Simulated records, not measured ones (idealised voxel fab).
This is a process module. Its name is voxel self aligned vias.
For reference, the cross-section in this document is cut, with width 235 nm and square cells of 5 nm.
Cross-section format: a grid of square cells, given as bands from top to bottom; each band is one or more rows of cells. Read a band's entry like this: the first values are the height of its top and the height of its bottom in nm, and what follows is the sequence of materials from left to right, each with its width in nm. Note that "blank" is empty space, and that a single material marked "full width" reaches across the band from edge to edge. Heights are reckoned from 0. Under this level, the received wafer is all of one material. The bottommost band is open-ended downward, for example "0 nm and below". A two-number width, for instance "30 to 40", indicates that the width is equal to the first number in the top row of the band and to the second number in the bottom row, and that it changes by a constant amount per row of cells. "nothing altered" means the step left every cell of the cross-section as it was. Entry "Closed cavity list". Content: empty spaces with no open connection to the top, size 8 cells or greater. Each: width x height at distance. Distance: from left edge. Unit: nm. Text after the settings on a step's line: the simulator's own remark on that step. overlay nm: step with mask; distance mask lay right of planned place; negative value = left of planned place.

The following list gives the planned process steps:
1. RECEIVE | material Si
2. CONFORMAL_DEP | material SiO2 | thk nm 15
3. CONFORMAL_DEP | material SiCN | thk nm 5
4. DIRECTIONAL_DEP | material SiO2 | thk nm 30
5. MASKED_ETCH | tone open | mask id LINES | width nm 25 | pitch nm 60 | etch materials SiO2 | depth nm 30 | overlay nm 0
6. CONFORMAL_DEP | material TiN | thk nm 5
7. FILL_DEP | material W | thk nm 10
8. CMP | height nm 50
9. SELECTIVE_ETCH | etch materials W Ru TiN | depth nm 5
10. FILL_DEP | material SiN | thk nm 5
11. CMP | height nm 50
12. DIRECTIONAL_DEP | material SiO2 | thk nm 15
13. MASKED_ETCH | tone open | mask id VIAS | width nm 35 | pitch nm 60 | etch materials SiO2 | depth nm 15 | overlay nm 0
14. MASKED_ETCH | tone open | mask id VIAS | width nm 35 | pitch nm 60 | etch materials SiN | depth nm 5 | overlay nm 0
15. CONFORMAL_DEP | material TiN | thk nm 5
16. FILL_DEP | material Cu | thk nm 5
17. CMP | height nm 65
18. CONFORMAL_DEP | material SiCN | thk nm 5

First of two wafers, with the run carried out as planned:

This is the cross-section of the wafer as we received it, i.e. after step 1:
* 0 nm and below = Si full width
* Closed cavity list: none

After step 2, in cross-section:
* 15 nm to 0 nm = SiO2 full width
* No changes below 0.

After step 3, in cross-section:
* 20 nm to 15 nm = SiCN full width
* No changes below 15.

After step 4, in cross-section:
* 50 nm to 20 nm = SiO2 full width
* No changes below 20.

After step 5, in cross-section:
* 50 nm to 20 nm = 75 SiO2  25 blank  35 SiO2  25 blank  75 SiO2
* No changes below 20.

After step 6, in cross-section:
* 55 nm to 50 nm = 80 TiN  15 blank  45 TiN  15 blank  80 TiN
* 50 nm to 25 nm = 75 SiO2  5 TiN  15 blank  5 TiN  35 SiO2  5 TiN  15 blank  5 TiN  75 SiO2
* 25 nm to 20 nm = 75 SiO2  25 TiN  35 SiO2  25 TiN  75 SiO2
* No changes below 20.

After step 7, in cross-section:
* 65 nm to 55 nm = W full width
* 55 nm to 50 nm = 80 TiN  15 W  45 TiN  15 W  80 TiN
* 50 nm to 25 nm = 75 SiO2  5 TiN  15 W  5 TiN  35 SiO2  5 TiN  15 W  5 TiN  75 SiO2
* No changes below 25.

After step 8, in cross-section:
* 50 nm to 25 nm = 75 SiO2  5 TiN  15 W  5 TiN  35 SiO2  5 TiN  15 W  5 TiN  75 SiO2
* No changes below 25.

After step 9, in cross-section:
* 50 nm to 45 nm = 75 SiO2  25 blank  35 SiO2  25 blank  75 SiO2
* No changes below 45.

After step 10, in cross-section:
* 55 nm to 50 nm = SiN full width
* 50 nm to 45 nm = 75 SiO2  25 SiN  35 SiO2  25 SiN  75 SiO2
* No changes below 45.

After step 11, in cross-section:
* 50 nm to 45 nm = 75 SiO2  25 SiN  35 SiO2  25 SiN  75 SiO2
* No changes below 45.

After step 12, in cross-section:
* 65 nm to 50 nm = SiO2 full width
* No changes below 50.

After step 13, in cross-section:
* 65 nm to 50 nm = 70 SiO2  35 blank  25 SiO2  35 blank  70 SiO2
* No changes below 50.

After step 14, in cross-section:
* 65 nm to 50 nm = 70 SiO2  35 blank  25 SiO2  35 blank  70 SiO2
* 50 nm to 45 nm = 75 SiO2  25 blank  35 SiO2  25 blank  75 SiO2
* No changes below 45.

After step 15, in cross-section:
* 70 nm to 65 nm = 75 TiN  25 blank  35 TiN  25 blank  75 TiN
* 65 nm to 55 nm = 70 SiO2  5 TiN  25 blank  5 TiN  25 SiO2  5 TiN  25 blank  5 TiN  70 SiO2
* 55 nm to 50 nm = 70 SiO2  10 TiN  15 blank  10 TiN  25 SiO2  10 TiN  15 blank  10 TiN  70 SiO2
* 50 nm to 45 nm = 75 SiO2  25 TiN  35 SiO2  25 TiN  75 SiO2
* No changes below 45.

After step 16, in cross-section:
* 75 nm to 70 nm = Cu full width
* 70 nm to 65 nm = 75 TiN  25 Cu  35 TiN  25 Cu  75 TiN
* 65 nm to 55 nm = 70 SiO2  5 TiN  25 Cu  5 TiN  25 SiO2  5 TiN  25 Cu  5 TiN  70 SiO2
* 55 nm to 50 nm = 70 SiO2  10 TiN  15 Cu  10 TiN  25 SiO2  10 TiN  15 Cu  10 TiN  70 SiO2
* No changes below 50.

After step 17, in cross-section:
* 65 nm to 55 nm = 70 SiO2  5 TiN  25 Cu  5 TiN  25 SiO2  5 TiN  25 Cu  5 TiN  70 SiO2
* No changes below 55.

After step 18, in cross-section:
* 70 nm to 65 nm = SiCN full width
* No changes below 65.

The second wafer began exactly as the first did and followed the same plan, but one mistake was made while running it; through step 17 inclusive, the two wafers are identical:

X-section, second wafer, when step 18 was due to finish:
* 80 nm to 65 nm = SiCN full width
* No changes below 65.
Short version of what went wrong: step 18 was not run as planned; what actually ran was CONFORMAL_DEP | material SiCN | thk nm 15
End check, counted in cells, second wafer has more or fewer of these materials than the first: +94 SiCN
